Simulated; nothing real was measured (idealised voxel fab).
Herein follows the process module entitled voxel wiring stack.
Cross-section cut: width 250 nm, square cells of 5 nm.
Square cells in a grid make up a cross-section in this document, and the grid is given as bands, listed from the top down, each one or more rows of cells. First you get the band's top height and its bottom height, in nm, and then the materials it's made of, left to right, with each width in nm. If you see a single material with "all across", that one covers the band edge to edge. "air" is empty space. For the purposes of this specification, 0 denotes the height below which the wafer in its as-received condition is composed wholly of one material, and the lowermost band, lacking a lower limit, extends downward without end, as expressed in "0 -> down". Width: "30->40" (first number = top row, second number = bottom row, same change from row to row of cells). "nothing got changed" for a step: no cell of the cross-section changed in that step. In "Unvented cavities" the enclosed voids are listed, meaning empty spaces of 8 cells or larger without any opening to the top. The form is width x height at distance, distance from the left edge, units nm. On a step's line, text after the settings is the simulator commenting on that step. A step line may carry the setting "overlay nm", which, for steps involving a mask, states the distance by which the mask lay to the right of its intended position; negative values denote displacement to the left. From here on the document is pairs. In a pair, the cross-section before one process step comes with the cross-section after it, and the latter goes no deeper than the lowest band that changed. What lies in between, the step and its settings, is written under the pair. A pair may be from a different run of this module on the same starting wafer than the pair above it, so it continues from that pair only where its entry headed "Before the process" says so.
Before the process:
* 50 -> 45 = SiCN all across
* 45 -> 35 = Cu all across
* 35 -> 30 = 40 TiN, then 20 Cu, then 30 TiN, then 20 Cu, then 30 TiN, then 20 Cu, then 30 TiN, then 20 Cu, then 40 TiN
* 30 -> 5 = 35 lowk, then 5 TiN, then 20 Cu, then 5 TiN, then 20 lowk, then 5 TiN, then 20 Cu, then 5 TiN, then 20 lowk, then 5 TiN, then 20 Cu, then 5 TiN, then 20 lowk, then 5 TiN, then 20 Cu, then 5 TiN, then 35 lowk
* 5 -> 0 = 35 SiN, then 30 TiN, then 20 SiN, then 30 TiN, then 20 SiN, then 30 TiN, then 20 SiN, then 30 TiN, then 35 SiN
* 0 -> down = Si all across
* Unvented cavities: none
State After Step:
* 65 -> 50 = lowk all across
* Under 50: no change, same as before.
* Unvented cavities: none
Looking at the two cross-sections above, the step in the middle is DIRECTIONAL_DEP | material lowk | thk nm 15
Before the process: The pre-step condition corresponds to the post-step cross-section depicted in the pair directly above.
State After Step:
* 80 -> 65 = aC all across
* Under 65: no change, same as before.
* Unvented cavities: none
Looking at the two cross-sections above, the step in the middle is DIRECTIONAL_DEP | material aC | thk nm 15
Before the process: The pre-step condition corresponds to the post-step cross-section depicted in the pair directly above.
State After Step:
* 110 -> 80 = 35 resist, then 15 air, then 35 resist, then 15 air, then 35 resist, then 15 air, then 35 resist, then 15 air, then 50 resist
* Under 80: no change, same as before.
* Unvented cavities: none
Looking at the two cross-sections above, the step in the middle is PATTERN | tone open | mask id PLUG_1 | material resist | width nm 15 | pitch nm 50 | thk nm 30 | overlay nm 0
Before the process: The pre-step condition corresponds to the post-step cross-section depicted in the pair directly above.
State After Step:
* 95 -> 80 = 35 resist, then 15 air, then 35 resist, then 15 air, then 35 resist, then 15 air, then 35 resist, then 15 air, then 50 resist
* 80 -> 65 = 35 aC, then 15 air, then 35 aC, then 15 air, then 35 aC, then 15 air, then 35 aC, then 15 air, then 50 aC
* Under 65: no change, same as before.
* Unvented cavities: none
Looking at the two cross-sections above, the step in the middle is DIRECTIONAL_ETCH | etch materials aC | depth nm 15
Before the process: The pre-step condition corresponds to the post-step cross-section depicted in the pair directly above.
State After Step:
* 80 -> 65 = 35 aC, then 15 air, then 35 aC, then 15 air, then 35 aC, then 15 air, then 35 aC, then 15 air, then 50 aC
* Under 65: no change, same as before.
* Unvented cavities: none
Looking at the two cross-sections above, the step in the middle is STRIP | etch materials resist
Before the process: The pre-step condition corresponds to the post-step cross-section depicted in the pair directly above.
State After Step:
* 80 -> 65 = 35 aC, then 15 air, then 35 aC, then 15 air, then 35 aC, then 15 air, then 35 aC, then 15 air, then 50 aC
* 65 -> 50 = 35 lowk, then 15 air, then 35 lowk, then 15 air, then 35 lowk, then 15 air, then 35 lowk, then 15 air, then 50 lowk
* Under 50: no change, same as before.
* Unvented cavities: none
Looking at the two cross-sections above, the step in the middle is DIRECTIONAL_ETCH | etch materials lowk | depth nm 15
Before the process: The pre-step condition corresponds to the post-step cross-section depicted in the pair directly above.
State After Step:
* 80 -> 65 = 35 aC, then 15 air, then 35 aC, then 15 air, then 35 aC, then 15 air, then 35 aC, then 15 air, then 50 aC
* 65 -> 50 = 35 lowk, then 15 air, then 35 lowk, then 15 air, then 35 lowk, then 15 air, then 35 lowk, then 15 air, then 50 lowk
* 50 -> 45 = 35 SiCN, then 15 air, then 35 SiCN, then 15 air, then 35 SiCN, then 15 air, then 35 SiCN, then 15 air, then 50 SiCN
* Under 45: no change, same as before.
* Unvented cavities: none
Looking at the two cross-sections above, the step in the middle is DIRECTIONAL_ETCH | etch materials SiCN | depth nm 5
Before the process: The pre-step condition corresponds to the post-step cross-section depicted in the pair directly above.
State After Step:
* 65 -> 50 = 35 lowk, then 15 air, then 35 lowk, then 15 air, then 35 lowk, then 15 air, then 35 lowk, then 15 air, then 50 lowk
* Under 50: no change, same as before.
* Unvented cavities: none
Looking at the two cross-sections above, the step in the middle is STRIP | etch materials aC
Before the process: The pre-step condition corresponds to the post-step cross-section depicted in the pair directly above.
State After Step:
* 70 -> 65 = 40 TiN, then 5 air, then 45 TiN, then 5 air, then 45 TiN, then 5 air, then 45 TiN, then 5 air, then 55 TiN
* 65 -> 50 = 35 lowk, then 5 TiN, then 5 air, then 5 TiN, then 35 lowk, then 5 TiN, then 5 air, then 5 TiN, then 35 lowk, then 5 TiN, then 5 air, then 5 TiN, then 35 lowk, then 5 TiN, then 5 air, then 5 TiN, then 50 lowk
* 50 -> 45 = 35 SiCN, then 15 TiN, then 35 SiCN, then 15 TiN, then 35 SiCN, then 15 TiN, then 35 SiCN, then 15 TiN, then 50 SiCN
* Under 45: no change, same as before.
* Unvented cavities: none
Looking at the two cross-sections above, the step in the middle is CONFORMAL_DEP | material TiN | thk nm 5
Before the process: The pre-step condition corresponds to the post-step cross-section depicted in the pair directly above.
State After Step:
* 80 -> 70 = W all across
* 70 -> 65 = 40 TiN, then 5 W, then 45 TiN, then 5 W, then 45 TiN, then 5 W, then 45 TiN, then 5 W, then 55 TiN
* 65 -> 50 = 35 lowk, then 5 TiN, then 5 W, then 5 TiN, then 35 lowk, then 5 TiN, then 5 W, then 5 TiN, then 35 lowk, then 5 TiN, then 5 W, then 5 TiN, then 35 lowk, then 5 TiN, then 5 W, then 5 TiN, then 50 lowk
* Under 50: no change, same as before.
* Unvented cavities: none
Looking at the two cross-sections above, the step in the middle is FILL_DEP | material W | thk nm 10
Before the process: The pre-step condition corresponds to the post-step cross-section depicted in the pair directly above.
State After Step:
* 65 -> 50 = 35 lowk, then 5 TiN, then 5 W, then 5 TiN, then 35 lowk, then 5 TiN, then 5 W, then 5 TiN, then 35 lowk, then 5 TiN, then 5 W, then 5 TiN, then 35 lowk, then 5 TiN, then 5 W, then 5 TiN, then 50 lowk
* Under 50: no change, same as before.
* Unvented cavities: none
Looking at the two cross-sections above, the step in the middle is CMP | height nm 65
Before the process: The pre-step condition corresponds to the post-step cross-section depicted in the pair directly above.
State After Step:
* 70 -> 65 = SiCN all across
* Under 65: no change, same as before.
* Unvented cavities: none
Looking at the two cross-sections above, the step in the middle is CONFORMAL_DEP | material SiCN | thk nm 5
Before the process: The pre-step condition corresponds to the post-step cross-section depicted in the pair directly above.
State After Step:
* 90 -> 70 = SiO2 all across
* Under 70: no change, same as before.
* Unvented cavities: none
Looking at the two cross-sections above, the step in the middle is DIRECTIONAL_DEP | material SiO2 | thk nm 20
Before the process: The pre-step condition corresponds to the post-step cross-section depicted in the pair directly above.
State After Step:
* 105 -> 90 = aC all across
* Under 90: no change, same as before.
* Unvented cavities: none
Looking at the two cross-sections above, the step in the middle is DIRECTIONAL_DEP | material aC | thk nm 15
Before the process: The pre-step condition corresponds to the post-step cross-section depicted in the pair directly above.
State After Step:
* 140 -> 105 = 35 resist, then 30 air, then 20 resist, then 30 air, then 20 resist, then 30 air, then 20 resist, then 30 air, then 35 resist
* Under 105: no change, same as before.
* Unvented cavities: none
Looking at the two cross-sections above, the step in the middle is PATTERN | tone open | mask id METAL_2 | material resist | width nm 30 | pitch nm 50 | thk nm 35 | overlay nm 0
Before the process: The pre-step condition corresponds to the post-step cross-section depicted in the pair directly above.
State After Step:
* 125 -> 105 = 35 resist, then 30 air, then 20 resist, then 30 air, then 20 resist, then 30 air, then 20 resist, then 30 air, then 35 resist
* 105 -> 90 = 35 aC, then 30 air, then 20 aC, then 30 air, then 20 aC, then 30 air, then 20 aC, then 30 air, then 35 aC
* Under 90: no change, same as before.
* Unvented cavities: none
Looking at the two cross-sections above, the step in the middle is DIRECTIONAL_ETCH | etch materials aC | depth nm 15
Before the process: The pre-step condition corresponds to the post-step cross-section depicted in the pair directly above.
State After Step:
* 105 -> 90 = 35 aC, then 30 air, then 20 aC, then 30 air, then 20 aC, then 30 air, then 20 aC, then 30 air, then 35 aC
* Under 90: no change, same as before.
* Unvented cavities: none
Looking at the two cross-sections above, the step in the middle is STRIP | etch materials resist
Before the process: The pre-step condition corresponds to the post-step cross-section depicted in the pair directly above.
State After Step:
* 105 -> 90 = 35 aC, then 30 air, then 20 aC, then 30 air, then 20 aC, then 30 air, then 20 aC, then 30 air, then 35 aC
* 90 -> 70 = 35 SiO2, then 30 air, then 20 SiO2, then 30 air, then 20 SiO2, then 30 air, then 20 SiO2, then 30 air, then 35 SiO2
* Under 70: no change, same as before.
* Unvented cavities: none
Looking at the two cross-sections above, the step in the middle is DIRECTIONAL_ETCH | etch materials SiO2 | depth nm 20
Before the process: The pre-step condition corresponds to the post-step cross-section depicted in the pair directly above.
State After Step:
* 105 -> 90 = 35 aC, then 30 air, then 20 aC, then 30 air, then 20 aC, then 30 air, then 20 aC, then 30 air, then 35 aC
* 90 -> 70 = 35 SiO2, then 30 air, then 20 SiO2, then 30 air, then 20 SiO2, then 30 air, then 20 SiO2, then 30 air, then 35 SiO2
* 70 -> 65 = 35 SiCN, then 30 air, then 20 SiCN, then 30 air, then 20 SiCN, then 30 air, then 20 SiCN, then 30 air, then 35 SiCN
* Under 65: no change, same as before.
* Unvented cavities: none
Looking at the two cross-sections above, the step in the middle is DIRECTIONAL_ETCH | etch materials SiCN | depth nm 5
Before the process: The pre-step condition corresponds to the post-step cross-section depicted in the pair directly above.
State After Step:
* 90 -> 70 = 35 SiO2, then 30 air, then 20 SiO2, then 30 air, then 20 SiO2, then 30 air, then 20 SiO2, then 30 air, then 35 SiO2
* Under 70: no change, same as before.
* Unvented cavities: none
Looking at the two cross-sections above, the step in the middle is STRIP | etch materials aC
Before the process: The pre-step condition corresponds to the post-step cross-section depicted in the pair directly above.
State After Step:
* 95 -> 90 = 40 TiN, then 20 air, then 30 TiN, then 20 air, then 30 TiN, then 20 air, then 30 TiN, then 20 air, then 40 TiN
* 90 -> 70 = 35 SiO2, then 5 TiN, then 20 air, then 5 TiN, then 20 SiO2, then 5 TiN, then 20 air, then 5 TiN, then 20 SiO2, then 5 TiN, then 20 air, then 5 TiN, then 20 SiO2, then 5 TiN, then 20 air, then 5 TiN, then 35 SiO2
* 70 -> 65 = 35 SiCN, then 30 TiN, then 20 SiCN, then 30 TiN, then 20 SiCN, then 30 TiN, then 20 SiCN, then 30 TiN, then 35 SiCN
* Under 65: no change, same as before.
* Unvented cavities: none
Looking at the two cross-sections above, the step in the middle is CONFORMAL_DEP | material TiN | thk nm 5
Before the process: The pre-step condition corresponds to the post-step cross-section depicted in the pair directly above.
State After Step:
* 100 -> 95 = Cu all across
* 95 -> 90 = 40 TiN, then 20 Cu, then 30 TiN, then 20 Cu, then 30 TiN, then 20 Cu, then 30 TiN, then 20 Cu, then 40 TiN
* 90 -> 70 = 35 SiO2, then 5 TiN, then 20 Cu, then 5 TiN, then 20 SiO2, then 5 TiN, then 20 Cu, then 5 TiN, then 20 SiO2, then 5 TiN, then 20 Cu, then 5 TiN, then 20 SiO2, then 5 TiN, then 20 Cu, then 5 TiN, then 35 SiO2
* Under 70: no change, same as before.
* Unvented cavities: none
Looking at the two cross-sections above, the step in the middle is FILL_DEP | material Cu | thk nm 5
Before the process: The pre-step condition corresponds to the post-step cross-section depicted in the pair directly above.
State After Step:
* 90 -> 70 = 35 SiO2, then 5 TiN, then 20 Cu, then 5 TiN, then 20 SiO2, then 5 TiN, then 20 Cu, then 5 TiN, then 20 SiO2, then 5 TiN, then 20 Cu, then 5 TiN, then 20 SiO2, then 5 TiN, then 20 Cu, then 5 TiN, then 35 SiO2
* Under 70: no change, same as before.
* Unvented cavities: none
Looking at the two cross-sections above, the step in the middle is CMP | height nm 90
Before the process: The pre-step condition corresponds to the post-step cross-section depicted in the pair directly above.
State After Step:
* 95 -> 90 = SiCN all across
* Under 90: no change, same as before.
* Unvented cavities: none
Looking at the two cross-sections above, the step in the middle is CONFORMAL_DEP | material SiCN | thk nm 5
Before the process: The pre-step condition corresponds to the post-step cross-section depicted in the pair directly above.
State After Step:
* 105 -> 95 = lowk all across
* Under 95: no change, same as before.
* Unvented cavities: none
Looking at the two cross-sections above, the step in the middle is DIRECTIONAL_DEP | material lowk | thk nm 10
Before the process: The pre-step condition corresponds to the post-step cross-section depicted in the pair directly above.
State After Step:
* 115 -> 105 = aC all across
* Under 105: no change, same as before.
* Unvented cavities: none
Looking at the two cross-sections above, the step in the middle is DIRECTIONAL_DEP | material aC | thk nm 10
Before the process: The pre-step condition corresponds to the post-step cross-section depicted in the pair directly above.
State After Step:
* 140 -> 115 = 35 resist, then 15 air, then 35 resist, then 15 air, then 35 resist, then 15 air, then 35 resist, then 15 air, then 50 resist
* Under 115: no change, same as before.
* Unvented cavities: none
Looking at the two cross-sections above, the step in the middle is PATTERN | tone open | mask id PLUG_2 | material resist | width nm 15 | pitch nm 50 | thk nm 25 | overlay nm 0
Before the process: The pre-step condition corresponds to the post-step cross-section depicted in the pair directly above.
State After Step:
* 130 -> 115 = 35 resist, then 15 air, then 35 resist, then 15 air, then 35 resist, then 15 air, then 35 resist, then 15 air, then 50 resist
* 115 -> 105 = 35 aC, then 15 air, then 35 aC, then 15 air, then 35 aC, then 15 air, then 35 aC, then 15 air, then 50 aC
* Under 105: no change, same as before.
* Unvented cavities: none
Looking at the two cross-sections above, the step in the middle is DIRECTIONAL_ETCH | etch materials aC | depth nm 10
Before the process: The pre-step condition corresponds to the post-step cross-section depicted in the pair directly above.
State After Step:
* 115 -> 105 = 35 aC, then 15 air, then 35 aC, then 15 air, then 35 aC, then 15 air, then 35 aC, then 15 air, then 50 aC
* Under 105: no change, same as before.
* Unvented cavities: none
Looking at the two cross-sections above, the step in the middle is STRIP | etch materials resist
Before the process: The pre-step condition corresponds to the post-step cross-section depicted in the pair directly above.
State After Step:
* 115 -> 105 = 35 aC, then 15 air, then 35 aC, then 15 air, then 35 aC, then 15 air, then 35 aC, then 15 air, then 50 aC
* 105 -> 95 = 35 lowk, then 15 air, then 35 lowk, then 15 air, then 35 lowk, then 15 air, then 35 lowk, then 15 air, then 50 lowk
* Under 95: no change, same as before.
* Unvented cavities: none
Looking at the two cross-sections above, the step in the middle is DIRECTIONAL_ETCH | etch materials lowk | depth nm 10
Before the process: The pre-step condition corresponds to the post-step cross-section depicted in the pair directly above.
State After Step:
* 115 -> 105 = 35 aC, then 15 air, then 35 aC, then 15 air, then 35 aC, then 15 air, then 35 aC, then 15 air, then 50 aC
* 105 -> 95 = 35 lowk, then 15 air, then 35 lowk, then 15 air, then 35 lowk, then 15 air, then 35 lowk, then 15 air, then 50 lowk
* 95 -> 90 = 35 SiCN, then 15 air, then 35 SiCN, then 15 air, then 35 SiCN, then 15 air, then 35 SiCN, then 15 air, then 50 SiCN
* Under 90: no change, same as before.
* Unvented cavities: none
Looking at the two cross-sections above, the step in the middle is DIRECTIONAL_ETCH | etch materials SiCN | depth nm 5
Before the process: The pre-step condition corresponds to the post-step cross-section depicted in the pair directly above.
State After Step:
* 105 -> 95 = 35 lowk, then 15 air, then 35 lowk, then 15 air, then 35 lowk, then 15 air, then 35 lowk, then 15 air, then 50 lowk
* Under 95: no change, same as before.
* Unvented cavities: none
Looking at the two cross-sections above, the step in the middle is STRIP | etch materials aC
Before the process: The pre-step condition corresponds to the post-step cross-section depicted in the pair directly above.
State After Step:
* 105 -> 100 = 35 lowk, then 15 air, then 35 lowk, then 15 air, then 35 lowk, then 15 air, then 35 lowk, then 15 air, then 50 lowk
* 100 -> 95 = 35 lowk, then 15 Ru, then 35 lowk, then 15 Ru, then 35 lowk, then 15 Ru, then 35 lowk, then 15 Ru, then 50 lowk
* 95 -> 90 = 35 SiCN, then 15 Ru, then 35 SiCN, then 15 Ru, then 35 SiCN, then 15 Ru, then 35 SiCN, then 15 Ru, then 50 SiCN
* Under 90: no change, same as before.
* Unvented cavities: none
Looking at the two cross-sections above, the step in the middle is EPI | material Ru | thk nm 10
Before the process: The pre-step condition corresponds to the post-step cross-section depicted in the pair directly above.
State After Step:
* 105 -> 95 = 35 lowk, then 15 Ru, then 35 lowk, then 15 Ru, then 35 lowk, then 15 Ru, then 35 lowk, then 15 Ru, then 50 lowk
* Under 95: no change, same as before.
* Unvented cavities: none
Looking at the two cross-sections above, the step in the middle is EPI | material Ru | thk nm 5
Before the process: The pre-step condition corresponds to the post-step cross-section depicted in the pair directly above.
State After Step:
* 110 -> 105 = SiN all across
* Under 105: no change, same as before.
* Unvented cavities: none
Looking at the two cross-sections above, the step in the middle is CONFORMAL_DEP | material SiN | thk nm 5
Before the process: The pre-step condition corresponds to the post-step cross-section depicted in the pair directly above.
State After Step:
* 125 -> 110 = SiO2 all across
* Under 110: no change, same as before.
* Unvented cavities: none
Looking at the two cross-sections above, the step in the middle is DIRECTIONAL_DEP | material SiO2 | thk nm 15
Before the process: The pre-step condition corresponds to the post-step cross-section depicted in the pair directly above.
State After Step:
* 140 -> 125 = aC all across
* Under 125: no change, same as before.
* Unvented cavities: none
Looking at the two cross-sections above, the step in the middle is DIRECTIONAL_DEP | material aC | thk nm 15
Before the process: The pre-step condition corresponds to the post-step cross-section depicted in the pair directly above.
State After Step:
* 175 -> 140 = 35 resist, then 30 air, then 20 resist, then 30 air, then 20 resist, then 30 air, then 20 resist, then 30 air, then 35 resist
* Under 140: no change, same as before.
* Unvented cavities: none
Looking at the two cross-sections above, the step in the middle is PATTERN | tone open | mask id METAL_3 | material resist | width nm 30 | pitch nm 50 | thk nm 35 | overlay nm 0
Before the process: The pre-step condition corresponds to the post-step cross-section depicted in the pair directly above.
State After Step:
* 160 -> 140 = 35 resist, then 30 air, then 20 resist, then 30 air, then 20 resist, then 30 air, then 20 resist, then 30 air, then 35 resist
* 140 -> 125 = 35 aC, then 30 air, then 20 aC, then 30 air, then 20 aC, then 30 air, then 20 aC, then 30 air, then 35 aC
* Under 125: no change, same as before.
* Unvented cavities: none
Looking at the two cross-sections above, the step in the middle is DIRECTIONAL_ETCH | etch materials aC | depth nm 15
Before the process: The pre-step condition corresponds to the post-step cross-section depicted in the pair directly above.
State After Step:
* 140 -> 125 = 35 aC, then 30 air, then 20 aC, then 30 air, then 20 aC, then 30 air, then 20 aC, then 30 air, then 35 aC
* Under 125: no change, same as before.
* Unvented cavities: none
Looking at the two cross-sections above, the step in the middle is STRIP | etch materials resist
Before the process: The pre-step condition corresponds to the post-step cross-section depicted in the pair directly above.
State After Step:
* 140 -> 125 = 35 aC, then 30 air, then 20 aC, then 30 air, then 20 aC, then 30 air, then 20 aC, then 30 air, then 35 aC
* 125 -> 110 = 35 SiO2, then 30 air, then 20 SiO2, then 30 air, then 20 SiO2, then 30 air, then 20 SiO2, then 30 air, then 35 SiO2
* Under 110: no change, same as before.
* Unvented cavities: none
Looking at the two cross-sections above, the step in the middle is DIRECTIONAL_ETCH | etch materials SiO2 | depth nm 15
Before the process: The pre-step condition corresponds to the post-step cross-section depicted in the pair directly above.
State After Step:
* 140 -> 125 = 35 aC, then 30 air, then 20 aC, then 30 air, then 20 aC, then 30 air, then 20 aC, then 30 air, then 35 aC
* 125 -> 110 = 35 SiO2, then 30 air, then 20 SiO2, then 30 air, then 20 SiO2, then 30 air, then 20 SiO2, then 30 air, then 35 SiO2
* 110 -> 105 = 35 SiN, then 30 air, then 20 SiN, then 30 air, then 20 SiN, then 30 air, then 20 SiN, then 30 air, then 35 SiN
* Under 105: no change, same as before.
* Unvented cavities: none
Looking at the two cross-sections above, the step in the middle is DIRECTIONAL_ETCH | etch materials SiN | depth nm 5
Before the process: The pre-step condition corresponds to the post-step cross-section depicted in the pair directly above.
State After Step:
* 125 -> 110 = 35 SiO2, then 30 air, then 20 SiO2, then 30 air, then 20 SiO2, then 30 air, then 20 SiO2, then 30 air, then 35 SiO2
* Under 110: no change, same as before.
* Unvented cavities: none
Looking at the two cross-sections above, the step in the middle is STRIP | etch materials aC
Before the process: The pre-step condition corresponds to the post-step cross-section depicted in the pair directly above.
State After Step:
* 130 -> 125 = 40 TiN, then 20 air, then 30 TiN, then 20 air, then 30 TiN, then 20 air, then 30 TiN, then 20 air, then 40 TiN
* 125 -> 110 = 35 SiO2, then 5 TiN, then 20 air, then 5 TiN, then 20 SiO2, then 5 TiN, then 20 air, then 5 TiN, then 20 SiO2, then 5 TiN, then 20 air, then 5 TiN, then 20 SiO2, then 5 TiN, then 20 air, then 5 TiN, then 35 SiO2
* 110 -> 105 = 35 SiN, then 30 TiN, then 20 SiN, then 30 TiN, then 20 SiN, then 30 TiN, then 20 SiN, then 30 TiN, then 35 SiN
* Under 105: no change, same as before.
* Unvented cavities: none
Looking at the two cross-sections above, the step in the middle is CONFORMAL_DEP | material TiN | thk nm 5
Before the process: The pre-step condition corresponds to the post-step cross-section depicted in the pair directly above.
State After Step:
* 135 -> 130 = Cu all across
* 130 -> 125 = 40 TiN, then 20 Cu, then 30 TiN, then 20 Cu, then 30 TiN, then 20 Cu, then 30 TiN, then 20 Cu, then 40 TiN
* 125 -> 110 = 35 SiO2, then 5 TiN, then 20 Cu, then 5 TiN, then 20 SiO2, then 5 TiN, then 20 Cu, then 5 TiN, then 20 SiO2, then 5 TiN, then 20 Cu, then 5 TiN, then 20 SiO2, then 5 TiN, then 20 Cu, then 5 TiN, then 35 SiO2
* Under 110: no change, same as before.
* Unvented cavities: none
Looking at the two cross-sections above, the step in the middle is FILL_DEP | material Cu | thk nm 5
Before the process: The pre-step condition corresponds to the post-step cross-section depicted in the pair directly above.
State After Step:
* 125 -> 110 = 35 SiO2, then 5 TiN, then 20 Cu, then 5 TiN, then 20 SiO2, then 5 TiN, then 20 Cu, then 5 TiN, then 20 SiO2, then 5 TiN, then 20 Cu, then 5 TiN, then 20 SiO2, then 5 TiN, then 20 Cu, then 5 TiN, then 35 SiO2
* Under 110: no change, same as before.
* Unvented cavities: none
Looking at the two cross-sections above, the step in the middle is CMP | height nm 125
Before the process: The pre-step condition corresponds to the post-step cross-section depicted in the pair directly above.
State After Step:
* 130 -> 125 = 30 air, then 40 Ru, then 10 air, then 40 Ru, then 10 air, then 40 Ru, then 10 air, then 40 Ru, then 30 air
* Under 125: no change, same as before.
* Unvented cavities: none
Looking at the two cross-sections above, the step in the middle is EPI | material Ru | thk nm 5
Before the process: The pre-step condition corresponds to the post-step cross-section depicted in the pair directly above.
State After Step:
* 135 -> 130 = SiCN all across
* 130 -> 125 = 30 SiCN, then 40 Ru, then 10 SiCN, then 40 Ru, then 10 SiCN, then 40 Ru, then 10 SiCN, then 40 Ru, then 30 SiCN
* Under 125: no change, same as before.
* Unvented cavities: none
Looking at the two cross-sections above, the step in the middle is FILL_DEP | material SiCN | thk nm 5
Before the process:
* 105 -> 100 = 35 lowk, then 15 air, then 35 lowk, then 15 air, then 35 lowk, then 15 air, then 35 lowk, then 15 air, then 50 lowk
* 100 -> 95 = 35 lowk, then 15 Ru, then 35 lowk, then 15 Ru, then 35 lowk, then 15 Ru, then 35 lowk, then 15 Ru, then 50 lowk
* 95 -> 90 = 35 SiCN, then 15 Ru, then 35 SiCN, then 15 Ru, then 35 SiCN, then 15 Ru, then 35 SiCN, then 15 Ru, then 50 SiCN
* 90 -> 70 = 35 SiO2, then 5 TiN, then 20 Cu, then 5 TiN, then 20 SiO2, then 5 TiN, then 20 Cu, then 5 TiN, then 20 SiO2, then 5 TiN, then 20 Cu, then 5 TiN, then 20 SiO2, then 5 TiN, then 20 Cu, then 5 TiN, then 35 SiO2
* 70 -> 65 = 35 SiCN, then 30 TiN, then 20 SiCN, then 30 TiN, then 20 SiCN, then 30 TiN, then 20 SiCN, then 30 TiN, then 35 SiCN
* 65 -> 50 = 35 lowk, then 5 TiN, then 5 W, then 5 TiN, then 35 lowk, then 5 TiN, then 5 W, then 5 TiN, then 35 lowk, then 5 TiN, then 5 W, then 5 TiN, then 35 lowk, then 5 TiN, then 5 W, then 5 TiN, then 50 lowk
* 50 -> 45 = 35 SiCN, then 15 TiN, then 35 SiCN, then 15 TiN, then 35 SiCN, then 15 TiN, then 35 SiCN, then 15 TiN, then 50 SiCN
* 45 -> 20 = 35 lowk, then 5 TiN, then 20 Cu, then 5 TiN, then 20 lowk, then 5 TiN, then 20 Cu, then 5 TiN, then 20 lowk, then 5 TiN, then 20 Cu, then 5 TiN, then 20 lowk, then 5 TiN, then 20 Cu, then 5 TiN, then 35 lowk
* 20 -> 15 = 35 SiN, then 30 TiN, then 20 SiN, then 30 TiN, then 20 SiN, then 30 TiN, then 20 SiN, then 30 TiN, then 35 SiN
* 15 -> 0 = SiO2 all across
* 0 -> down = Si all across
* Unvented cavities: none
State After Step:
* 110 -> 105 = 30 air, then 25 Ru, then 25 air, then 25 Ru, then 25 air, then 25 Ru, then 25 air, then 25 Ru, then 45 air
* 105 -> 95 = 35 lowk, then 15 Ru, then 35 lowk, then 15 Ru, then 35 lowk, then 15 Ru, then 35 lowk, then 15 Ru, then 50 lowk
* Under 95: no change, same as before.
* Unvented cavities: none
Looking at the two cross-sections above, the step in the middle is EPI | material Ru | thk nm 10
Before the process: The pre-step condition corresponds to the post-step cross-section depicted in the pair directly above.
State After Step:
* 115 -> 105 = 25 air, then 35 Ru, then 15 air, then 35 Ru, then 15 air, then 35 Ru, then 15 air, then 35 Ru, then 40 air
* Under 105: no change, same as before.
* Unvented cavities: none
Looking at the two cross-sections above, the step in the middle is EPI | material Ru | thk nm 5
Before the process: The pre-step condition corresponds to the post-step cross-section depicted in the pair directly above.
State After Step:
* 120 -> 115 = 20 air, then 45 SiN, then 5 air, then 45 SiN, then 5 air, then 45 SiN, then 5 air, then 45 SiN, then 35 air
* 115 -> 110 = 20 air, then 5 SiN, then 35 Ru, then 5 SiN, then 5 air, then 5 SiN, then 35 Ru, then 5 SiN, then 5 air, then 5 SiN, then 35 Ru, then 5 SiN, then 5 air, then 5 SiN, then 35 Ru, then 5 SiN, then 35 air
* 110 -> 105 = 25 SiN, then 35 Ru, then 15 SiN, then 35 Ru, then 15 SiN, then 35 Ru, then 15 SiN, then 35 Ru, then 40 SiN
* Under 105: no change, same as before.
* Unvented cavities: none
Looking at the two cross-sections above, the step in the middle is CONFORMAL_DEP | material SiN | thk nm 5
Before the process: The pre-step condition corresponds to the post-step cross-section depicted in the pair directly above.
State After Step:
* 135 -> 125 = 20 air, then 45 SiO2, then 5 air, then 45 SiO2, then 5 air, then 45 SiO2, then 5 air, then 45 SiO2, then 35 air
* 125 -> 120 = SiO2 all across
* 120 -> 115 = 20 SiO2, then 45 SiN, then 5 SiO2, then 45 SiN, then 5 SiO2, then 45 SiN, then 5 SiO2, then 45 SiN, then 35 SiO2
* 115 -> 110 = 20 SiO2, then 5 SiN, then 35 Ru, then 5 SiN, then 5 SiO2, then 5 SiN, then 35 Ru, then 5 SiN, then 5 SiO2, then 5 SiN, then 35 Ru, then 5 SiN, then 5 SiO2, then 5 SiN, then 35 Ru, then 5 SiN, then 35 SiO2
* Under 110: no change, same as before.
* Unvented cavities: none
Looking at the two cross-sections above, the step in the middle is DIRECTIONAL_DEP | material SiO2 | thk nm 15
Before the process: The pre-step condition corresponds to the post-step cross-section depicted in the pair directly above.
State After Step:
* 150 -> 140 = 20 air, then 45 aC, then 5 air, then 45 aC, then 5 air, then 45 aC, then 5 air, then 45 aC, then 35 air
* 140 -> 135 = aC all across
* 135 -> 125 = 20 aC, then 45 SiO2, then 5 aC, then 45 SiO2, then 5 aC, then 45 SiO2, then 5 aC, then 45 SiO2, then 35 aC
* Under 125: no change, same as before.
* Unvented cavities: none
Looking at the two cross-sections above, the step in the middle is DIRECTIONAL_DEP | material aC | thk nm 15
Before the process: The pre-step condition corresponds to the post-step cross-section depicted in the pair directly above.
State After Step:
* 185 -> 150 = 35 resist, then 30 air, then 20 resist, then 30 air, then 20 resist, then 30 air, then 20 resist, then 30 air, then 35 resist
* 150 -> 140 = 20 resist, then 45 aC, then 5 resist, then 45 aC, then 5 resist, then 45 aC, then 5 resist, then 45 aC, then 35 resist
* Under 140: no change, same as before.
* Unvented cavities: none
Looking at the two cross-sections above, the step in the middle is PATTERN | tone open | mask id METAL_3 | material resist | width nm 30 | pitch nm 50 | thk nm 35 | overlay nm 0
Before the process: The pre-step condition corresponds to the post-step cross-section depicted in the pair directly above.
State After Step:
* 170 -> 150 = 35 resist, then 30 air, then 20 resist, then 30 air, then 20 resist, then 30 air, then 20 resist, then 30 air, then 35 resist
* 150 -> 140 = 20 resist, then 15 aC, then 30 air, then 5 resist, then 15 aC, then 30 air, then 5 resist, then 15 aC, then 30 air, then 5 resist, then 15 aC, then 30 air, then 35 resist
* 140 -> 135 = 35 aC, then 30 air, then 20 aC, then 30 air, then 20 aC, then 30 air, then 20 aC, then 30 air, then 35 aC
* Under 135: no change, same as before.
* Unvented cavities: none
Looking at the two cross-sections above, the step in the middle is DIRECTIONAL_ETCH | etch materials aC | depth nm 15
Before the process: The pre-step condition corresponds to the post-step cross-section depicted in the pair directly above.
State After Step:
* 150 -> 140 = 20 air, then 15 aC, then 35 air, then 15 aC, then 35 air, then 15 aC, then 35 air, then 15 aC, then 65 air
* Under 140: no change, same as before.
* Unvented cavities: none
Looking at the two cross-sections above, the step in the middle is STRIP | etch materials resist
